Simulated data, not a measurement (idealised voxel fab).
Process module name: voxel tone inversion
Cross-section cut: width 170 nm, square cells of 5 nm.
Cross-section spec: square-cell grid; bands listed top down; each band is one or more rows.
Quick guide to a band line: top height, bottom height (nm) up front; then every material left to right with its width in nm. Only one material and it's marked "full width"? Then it fills the band edge to edge. And "empty" just means empty space.
Measure heights from 0. That's the level where, below it, the as-received wafer is all one material. The lowest band is bottomless and extends downward; write it as in "top 0, no bottom".
Width "30->40": first value at the band's top row of cells, second value at its bottom row, equal change from row to row.
When a step is marked "nothing altered", none of the cells in the cross-section changed during that step.
Entry "Fully sealed cavities" = empty spaces >= 8 cells with no open way to the top; each as width x height at distance, distance from left edge, all nm.
The remark found on a step's line after its settings is issued by the simulator itself and pertains to that step.
"overlay nm", when on a step's line for a step with a mask, measures how far to the right of its planned place the mask lay; a negative measure means to the left.
Note: before/after cross-section pairs follow, one process step per pair, after-side truncated at the lowest changed band, step and settings given beneath. Different runs of this module on the same starting wafer may supply the pairs; a pair continues the one above only where the "Before processing step" entry says so.

Before processing step
    top 0, no bottom: Si full width
    Fully sealed cavities: none

Cut View, Post-Step
    top 5, bottom 0: SiN full width
    Below 0, no change.
    Fully sealed cavities: none
The two cross-sections above are separated by a single process step, namely CONFORMAL_DEP, material SiN, thk nm 5

Before processing step: The pre-step condition corresponds to the post-step cross-section depicted in the pair directly above.

Cut View, Post-Step
    top 30, bottom 5: aC full width
    Below 5, no change.
    Fully sealed cavities: none
The two cross-sections above are separated by a single process step, namely DIRECTIONAL_DEP, material aC, thk nm 25

Before processing step: The pre-step condition corresponds to the post-step cross-section depicted in the pair directly above.

Cut View, Post-Step
    top 65, bottom 30: 15 nm empty, then 15 nm resist, then 25 nm empty, then 15 nm resist, then 25 nm empty, then 15 nm resist, then 25 nm empty, then 15 nm resist, then 20 nm empty
    Below 30, no change.
    Fully sealed cavities: none
The two cross-sections above are separated by a single process step, namely PATTERN, tone cover, mask id POSTS, material resist, width nm 15, pitch nm 40, thk nm 35, overlay nm 0

Before processing step: The pre-step condition corresponds to the post-step cross-section depicted in the pair directly above.

Cut View, Post-Step
    top 40, bottom 30: 15 nm empty, then 15 nm resist, then 25 nm empty, then 15 nm resist, then 25 nm empty, then 15 nm resist, then 25 nm empty, then 15 nm resist, then 20 nm empty
    top 30, bottom 5: 15 nm empty, then 15 nm aC, then 25 nm empty, then 15 nm aC, then 25 nm empty, then 15 nm aC, then 25 nm empty, then 15 nm aC, then 20 nm empty
    Below 5, no change.
    Fully sealed cavities: none
The two cross-sections above are separated by a single process step, namely DIRECTIONAL_ETCH, etch materials aC, depth nm 25

Before processing step: The pre-step condition corresponds to the post-step cross-section depicted in the pair directly above.

Cut View, Post-Step
    top 30, bottom 5: 15 nm empty, then 15 nm aC, then 25 nm empty, then 15 nm aC, then 25 nm empty, then 15 nm aC, then 25 nm empty, then 15 nm aC, then 20 nm empty
    Below 5, no change.
    Fully sealed cavities: none
The two cross-sections above are separated by a single process step, namely STRIP, etch materials resist

Before processing step: The pre-step condition corresponds to the post-step cross-section depicted in the pair directly above.

Cut View, Post-Step
    top 35, bottom 30: SiO2 full width
    top 30, bottom 5: 15 nm SiO2, then 15 nm aC, then 25 nm SiO2, then 15 nm aC, then 25 nm SiO2, then 15 nm aC, then 25 nm SiO2, then 15 nm aC, then 20 nm SiO2
    Below 5, no change.
    Fully sealed cavities: none
The two cross-sections above are separated by a single process step, namely FILL_DEP, material SiO2, thk nm 5

Before processing step: The pre-step condition corresponds to the post-step cross-section depicted in the pair directly above.

Cut View, Post-Step
    top 30, bottom 5: 15 nm SiO2, then 15 nm aC, then 25 nm SiO2, then 15 nm aC, then 25 nm SiO2, then 15 nm aC, then 25 nm SiO2, then 15 nm aC, then 20 nm SiO2
    Below 5, no change.
    Fully sealed cavities: none
The two cross-sections above are separated by a single process step, namely CMP, height nm 30

Before processing step: The pre-step condition corresponds to the post-step cross-section depicted in the pair directly above.

Cut View, Post-Step
    top 30, bottom 5: 15 nm SiO2, then 15 nm empty, then 25 nm SiO2, then 15 nm empty, then 25 nm SiO2, then 15 nm empty, then 25 nm SiO2, then 15 nm empty, then 20 nm SiO2
    Below 5, no change.
    Fully sealed cavities: none
The two cross-sections above are separated by a single process step, namely STRIP, etch materials aC

Before processing step
    top 0, no bottom: Si full width
    Fully sealed cavities: none

Cut View, Post-Step
    top 25, bottom 0: aC full width
    Below 0, no change.
    Fully sealed cavities: none
The two cross-sections above are separated by a single process step, namely DIRECTIONAL_DEP, material aC, thk nm 25

Before processing step: The pre-step condition corresponds to the post-step cross-section depicted in the pair directly above.

Cut View, Post-Step
    top 60, bottom 25: 15 nm empty, then 15 nm resist, then 25 nm empty, then 15 nm resist, then 25 nm empty, then 15 nm resist, then 25 nm empty, then 15 nm resist, then 20 nm empty
    Below 25, no change.
    Fully sealed cavities: none
The two cross-sections above are separated by a single process step, namely PATTERN, tone cover, mask id POSTS, material resist, width nm 15, pitch nm 40, thk nm 35, overlay nm 0

Before processing step: The pre-step condition corresponds to the post-step cross-section depicted in the pair directly above.

Cut View, Post-Step
    top 35, bottom 25: 15 nm empty, then 15 nm resist, then 25 nm empty, then 15 nm resist, then 25 nm empty, then 15 nm resist, then 25 nm empty, then 15 nm resist, then 20 nm empty
    top 25, bottom 0: 15 nm empty, then 15 nm aC, then 25 nm empty, then 15 nm aC, then 25 nm empty, then 15 nm aC, then 25 nm empty, then 15 nm aC, then 20 nm empty
    Below 0, no change.
    Fully sealed cavities: none
The two cross-sections above are separated by a single process step, namely DIRECTIONAL_ETCH, etch materials aC, depth nm 25

Before processing step: The pre-step condition corresponds to the post-step cross-section depicted in the pair directly above.

Cut View, Post-Step
    top 25, bottom 0: 15 nm empty, then 15 nm aC, then 25 nm empty, then 15 nm aC, then 25 nm empty, then 15 nm aC, then 25 nm empty, then 15 nm aC, then 20 nm empty
    Below 0, no change.
    Fully sealed cavities: none
The two cross-sections above are separated by a single process step, namely STRIP, etch materials resist

Before processing step: The pre-step condition corresponds to the post-step cross-section depicted in the pair directly above.

Cut View, Post-Step
    top 30, bottom 25: SiO2 full width
    top 25, bottom 0: 15 nm SiO2, then 15 nm aC, then 25 nm SiO2, then 15 nm aC, then 25 nm SiO2, then 15 nm aC, then 25 nm SiO2, then 15 nm aC, then 20 nm SiO2
    Below 0, no change.
    Fully sealed cavities: none
The two cross-sections above are separated by a single process step, namely FILL_DEP, material SiO2, thk nm 5

Before processing step
    top 25, bottom 0: aC full width
    top 0, no bottom: Si full width
    Fully sealed cavities: none

Cut View, Post-Step
    top 30, bottom 25: SiN full width
    Below 25, no change.
    Fully sealed cavities: none
The two cross-sections above are separated by a single process step, namely CONFORMAL_DEP, material SiN, thk nm 5

Before processing step: The pre-step condition corresponds to the post-step cross-section depicted in the pair directly above.

Cut View, Post-Step
    top 65, bottom 30: 15 nm empty, then 15 nm resist, then 25 nm empty, then 15 nm resist, then 25 nm empty, then 15 nm resist, then 25 nm empty, then 15 nm resist, then 20 nm empty
    Below 30, no change.
    Fully sealed cavities: none
The two cross-sections above are separated by a single process step, namely PATTERN, tone cover, mask id POSTS, material resist, width nm 15, pitch nm 40, thk nm 35, overlay nm 0

Before processing step: The pre-step condition corresponds to the post-step cross-section depicted in the pair directly above.

Cut View, Post-Step
    top 40, bottom 30: 15 nm empty, then 15 nm resist, then 25 nm empty, then 15 nm resist, then 25 nm empty, then 15 nm resist, then 25 nm empty, then 15 nm resist, then 20 nm empty
    Below 30, no change.
    Fully sealed cavities: none
The two cross-sections above are separated by a single process step, namely DIRECTIONAL_ETCH, etch materials aC, depth nm 25

Before processing step: The pre-step condition corresponds to the post-step cross-section depicted in the pair directly above.

Cut View, Post-Step
    top 30, bottom 25: SiN full width
    Below 25, no change.
    Fully sealed cavities: none
The two cross-sections above are separated by a single process step, namely STRIP, etch materials resist

Before processing step: The pre-step condition corresponds to the post-step cross-section depicted in the pair directly above.

Cut View, Post-Step
    top 35, bottom 30: SiO2 full width
    Below 30, no change.
    Fully sealed cavities: none
The two cross-sections above are separated by a single process step, namely FILL_DEP, material SiO2, thk nm 5

Before processing step: The pre-step condition corresponds to the post-step cross-section depicted in the pair directly above.

Cut View, Post-Step
    top 30, bottom 25: SiN full width
    Below 25, no change.
    Fully sealed cavities: none
The two cross-sections above are separated by a single process step, namely CMP, height nm 30

Before processing step
    top 5, bottom 0: SiN full width
    top 0, no bottom: Si full width
    Fully sealed cavities: none

Cut View, Post-Step
    top 25, bottom 5: aC full width
    Below 5, no change.
    Fully sealed cavities: none
The two cross-sections above are separated by a single process step, namely DIRECTIONAL_DEP, material aC, thk nm 20

Before processing step: The pre-step condition corresponds to the post-step cross-section depicted in the pair directly above.

Cut View, Post-Step
    top 60, bottom 25: 15 nm empty, then 15 nm resist, then 25 nm empty, then 15 nm resist, then 25 nm empty, then 15 nm resist, then 25 nm empty, then 15 nm resist, then 20 nm empty
    Below 25, no change.
    Fully sealed cavities: none
The two cross-sections above are separated by a single process step, namely PATTERN, tone cover, mask id POSTS, material resist, width nm 15, pitch nm 40, thk nm 35, overlay nm 0

Before processing step: The pre-step condition corresponds to the post-step cross-section depicted in the pair directly above.

Cut View, Post-Step
    top 35, bottom 25: 15 nm empty, then 15 nm resist, then 25 nm empty, then 15 nm resist, then 25 nm empty, then 15 nm resist, then 25 nm empty, then 15 nm resist, then 20 nm empty
    top 25, bottom 5: 15 nm empty, then 15 nm aC, then 25 nm empty, then 15 nm aC, then 25 nm empty, then 15 nm aC, then 25 nm empty, then 15 nm aC, then 20 nm empty
    Below 5, no change.
    Fully sealed cavities: none
The two cross-sections above are separated by a single process step, namely DIRECTIONAL_ETCH, etch materials aC, depth nm 25

Before processing step: The pre-step condition corresponds to the post-step cross-section depicted in the pair directly above.

Cut View, Post-Step
    top 25, bottom 5: 15 nm empty, then 15 nm aC, then 25 nm empty, then 15 nm aC, then 25 nm empty, then 15 nm aC, then 25 nm empty, then 15 nm aC, then 20 nm empty
    Below 5, no change.
    Fully sealed cavities: none
The two cross-sections above are separated by a single process step, namely STRIP, etch materials resist

Before processing step: The pre-step condition corresponds to the post-step cross-section depicted in the pair directly above.

Cut View, Post-Step
    top 30, bottom 25: SiO2 full width
    top 25, bottom 5: 15 nm SiO2, then 15 nm aC, then 25 nm SiO2, then 15 nm aC, then 25 nm SiO2, then 15 nm aC, then 25 nm SiO2, then 15 nm aC, then 20 nm SiO2
    Below 5, no change.
    Fully sealed cavities: none
The two cross-sections above are separated by a single process step, namely FILL_DEP, material SiO2, thk nm 5

Before processing step
    top 30, bottom 5: aC full width
    top 5, bottom 0: SiN full width
    top 0, no bottom: Si full width
    Fully sealed cavities: none

Cut View, Post-Step
    top 65, bottom 30: 15 nm empty, then 20 nm resist, then 20 nm empty, then 20 nm resist, then 20 nm empty, then 20 nm resist, then 20 nm empty, then 20 nm resist, then 15 nm empty
    Below 30, no change.
    Fully sealed cavities: none
The two cross-sections above are separated by a single process step, namely PATTERN, tone cover, mask id POSTS, material resist, width nm 20, pitch nm 40, thk nm 35, overlay nm 0

Before processing step: The pre-step condition corresponds to the post-step cross-section depicted in the pair directly above.

Cut View, Post-Step
    top 40, bottom 30: 15 nm empty, then 20 nm resist, then 20 nm empty, then 20 nm resist, then 20 nm empty, then 20 nm resist, then 20 nm empty, then 20 nm resist, then 15 nm empty
    top 30, bottom 5: 15 nm empty, then 20 nm aC, then 20 nm empty, then 20 nm aC, then 20 nm empty, then 20 nm aC, then 20 nm empty, then 20 nm aC, then 15 nm empty
    Below 5, no change.
    Fully sealed cavities: none
The two cross-sections above are separated by a single process step, namely DIRECTIONAL_ETCH, etch materials aC, depth nm 25

Before processing step: The pre-step condition corresponds to the post-step cross-section depicted in the pair directly above.

Cut View, Post-Step
    top 30, bottom 5: 15 nm empty, then 20 nm aC, then 20 nm empty, then 20 nm aC, then 20 nm empty, then 20 nm aC, then 20 nm empty, then 20 nm aC, then 15 nm empty
    Below 5, no change.
    Fully sealed cavities: none
The two cross-sections above are separated by a single process step, namely STRIP, etch materials resist

Before processing step: The pre-step condition corresponds to the post-step cross-section depicted in the pair directly above.

Cut View, Post-Step
    top 35, bottom 30: SiO2 full width
    top 30, bottom 5: 15 nm SiO2, then 20 nm aC, then 20 nm SiO2, then 20 nm aC, then 20 nm SiO2, then 20 nm aC, then 20 nm SiO2, then 20 nm aC, then 15 nm SiO2
    Below 5, no change.
    Fully sealed cavities: none
The two cross-sections above are separated by a single process step, namely FILL_DEP, material SiO2, thk nm 5

Before processing step: The pre-step condition corresponds to the post-step cross-section depicted in the pair directly above.

Cut View, Post-Step
    top 30, bottom 5: 15 nm SiO2, then 20 nm aC, then 20 nm SiO2, then 20 nm aC, then 20 nm SiO2, then 20 nm aC, then 20 nm SiO2, then 20 nm aC, then 15 nm SiO2
    Below 5, no change.
    Fully sealed cavities: none
The two cross-sections above are separated by a single process step, namely CMP, height nm 30

Before processing step: The pre-step condition corresponds to the post-step cross-section depicted in the pair directly above.

Cut View, Post-Step
    top 30, bottom 5: 15 nm SiO2, then 20 nm empty, then 20 nm SiO2, then 20 nm empty, then 20 nm SiO2, then 20 nm empty, then 20 nm SiO2, then 20 nm empty, then 15 nm SiO2
    Below 5, no change.
    Fully sealed cavities: none
The two cross-sections above are separated by a single process step, namely STRIP, etch materials aC

Before processing step
    top 30, bottom 5: aC full width
    top 5, bottom 0: SiN full width
    top 0, no bottom: Si full width
    Fully sealed cavities: none

Cut View, Post-Step
    top 65, bottom 30: 20 nm empty, then 15 nm resist, then 25 nm empty, then 15 nm resist, then 25 nm empty, then 15 nm resist, then 25 nm empty, then 15 nm resist, then 15 nm empty
    Below 30, no change.
    Fully sealed cavities: none
The two cross-sections above are separated by a single process step, namely PATTERN, tone cover, mask id POSTS, material resist, width nm 15, pitch nm 40, thk nm 35, overlay nm 5

Before processing step: The pre-step condition corresponds to the post-step cross-section depicted in the pair directly above.

Cut View, Post-Step
    top 40, bottom 30: 20 nm empty, then 15 nm resist, then 25 nm empty, then 15 nm resist, then 25 nm empty, then 15 nm resist, then 25 nm empty, then 15 nm resist, then 15 nm empty
    top 30, bottom 5: 20 nm empty, then 15 nm aC, then 25 nm empty, then 15 nm aC, then 25 nm empty, then 15 nm aC, then 25 nm empty, then 15 nm aC, then 15 nm empty
    Below 5, no change.
    Fully sealed cavities: none
The two cross-sections above are separated by a single process step, namely DIRECTIONAL_ETCH, etch materials aC, depth nm 25

Before processing step: The pre-step condition corresponds to the post-step cross-section depicted in the pair directly above.

Cut View, Post-Step
    top 30, bottom 5: 20 nm empty, then 15 nm aC, then 25 nm empty, then 15 nm aC, then 25 nm empty, then 15 nm aC, then 25 nm empty, then 15 nm aC, then 15 nm empty
    Below 5, no change.
    Fully sealed cavities: none
The two cross-sections above are separated by a single process step, namely STRIP, etch materials resist

Before processing step: The pre-step condition corresponds to the post-step cross-section depicted in the pair directly above.

Cut View, Post-Step
    top 35, bottom 30: SiO2 full width
    top 30, bottom 5: 20 nm SiO2, then 15 nm aC, then 25 nm SiO2, then 15 nm aC, then 25 nm SiO2, then 15 nm aC, then 25 nm SiO2, then 15 nm aC, then 15 nm SiO2
    Below 5, no change.
    Fully sealed cavities: none
The two cross-sections above are separated by a single process step, namely FILL_DEP, material SiO2, thk nm 5

Before processing step: The pre-step condition corresponds to the post-step cross-section depicted in the pair directly above.

Cut View, Post-Step
    top 30, bottom 5: 20 nm SiO2, then 15 nm aC, then 25 nm SiO2, then 15 nm aC, then 25 nm SiO2, then 15 nm aC, then 25 nm SiO2, then 15 nm aC, then 15 nm SiO2
    Below 5, no change.
    Fully sealed cavities: none
The two cross-sections above are separated by a single process step, namely CMP, height nm 30

Before processing step: The pre-step condition corresponds to the post-step cross-section depicted in the pair directly above.

Cut View, Post-Step
    top 30, bottom 5: 20 nm SiO2, then 15 nm empty, then 25 nm SiO2, then 15 nm empty, then 25 nm SiO2, then 15 nm empty, then 25 nm SiO2, then 15 nm empty, then 15 nm SiO2
    Below 5, no change.
    Fully sealed cavities: none
The two cross-sections above are separated by a single process step, namely STRIP, etch materials aC

Before processing step
    top 30, bottom 5: 15 nm SiO2, then 15 nm aC, then 25 nm SiO2, then 15 nm aC, then 25 nm SiO2, then 15 nm aC, then 25 nm SiO2, then 15 nm aC, then 20 nm SiO2
    top 5, bottom 0: SiN full width
    top 0, no bottom: Si full width
    Fully sealed cavities: none

Cut View, Post-Step
    top 30, bottom 5: 15 nm empty, then 15 nm aC, then 25 nm empty, then 15 nm aC, then 25 nm empty, then 15 nm aC, then 25 nm empty, then 15 nm aC, then 20 nm empty
    Below 5, no change.
    Fully sealed cavities: none
The two cross-sections above are separated by a single process step, namely STRIP, etch materials SiO2

Before processing step
    top 30, bottom 5: aC full width
    top 5, bottom 0: SiN full width
    top 0, no bottom: Si full width
    Fully sealed cavities: none

Cut View, Post-Step
    top 65, bottom 30: 15 nm resist, then 15 nm empty, then 25 nm resist, then 15 nm empty, then 25 nm resist, then 15 nm empty, then 25 nm resist, then 15 nm empty, then 20 nm resist
    Below 30, no change.
    Fully sealed cavities: none
The two cross-sections above are separated by a single process step, namely PATTERN, tone open, mask id POSTS, material resist, width nm 15, pitch nm 40, thk nm 35, overlay nm 0

Before processing step: The pre-step condition corresponds to the post-step cross-section depicted in the pair directly above.

Cut View, Post-Step
    top 40, bottom 30: 15 nm resist, then 15 nm empty, then 25 nm resist, then 15 nm empty, then 25 nm resist, then 15 nm empty, then 25 nm resist, then 15 nm empty, then 20 nm resist
    top 30, bottom 5: 15 nm aC, then 15 nm empty, then 25 nm aC, then 15 nm empty, then 25 nm aC, then 15 nm empty, then 25 nm aC, then 15 nm empty, then 20 nm aC
    Below 5, no change.
    Fully sealed cavities: none
The two cross-sections above are separated by a single process step, namely DIRECTIONAL_ETCH, etch materials aC, depth nm 25

Before processing step: The pre-step condition corresponds to the post-step cross-section depicted in the pair directly above.

Cut View, Post-Step
    top 30, bottom 5: 15 nm aC, then 15 nm empty, then 25 nm aC, then 15 nm empty, then 25 nm aC, then 15 nm empty, then 25 nm aC, then 15 nm empty, then 20 nm aC
    Below 5, no change.
    Fully sealed cavities: none
The two cross-sections above are separated by a single process step, namely STRIP, etch materials resist

Before processing step: The pre-step condition corresponds to the post-step cross-section depicted in the pair directly above.

Cut View, Post-Step
    top 35, bottom 30: SiO2 full width
    top 30, bottom 5: 15 nm aC, then 15 nm SiO2, then 25 nm aC, then 15 nm SiO2, then 25 nm aC, then 15 nm SiO2, then 25 nm aC, then 15 nm SiO2, then 20 nm aC
    Below 5, no change.
    Fully sealed cavities: none
The two cross-sections above are separated by a single process step, namely FILL_DEP, material SiO2, thk nm 5

Before processing step: The pre-step condition corresponds to the post-step cross-section depicted in the pair directly above.

Cut View, Post-Step
    top 30, bottom 5: 15 nm aC, then 15 nm SiO2, then 25 nm aC, then 15 nm SiO2, then 25 nm aC, then 15 nm SiO2, then 25 nm aC, then 15 nm SiO2, then 20 nm aC
    Below 5, no change.
    Fully sealed cavities: none
The two cross-sections above are separated by a single process step, namely CMP, height nm 30

Before processing step: The pre-step condition corresponds to the post-step cross-section depicted in the pair directly above.

Cut View, Post-Step
    top 30, bottom 5: 15 nm empty, then 15 nm SiO2, then 25 nm empty, then 15 nm SiO2, then 25 nm empty, then 15 nm SiO2, then 25 nm empty, then 15 nm SiO2, then 20 nm empty
    Below 5, no change.
    Fully sealed cavities: none
The two cross-sections above are separated by a single process step, namely STRIP, etch materials aC
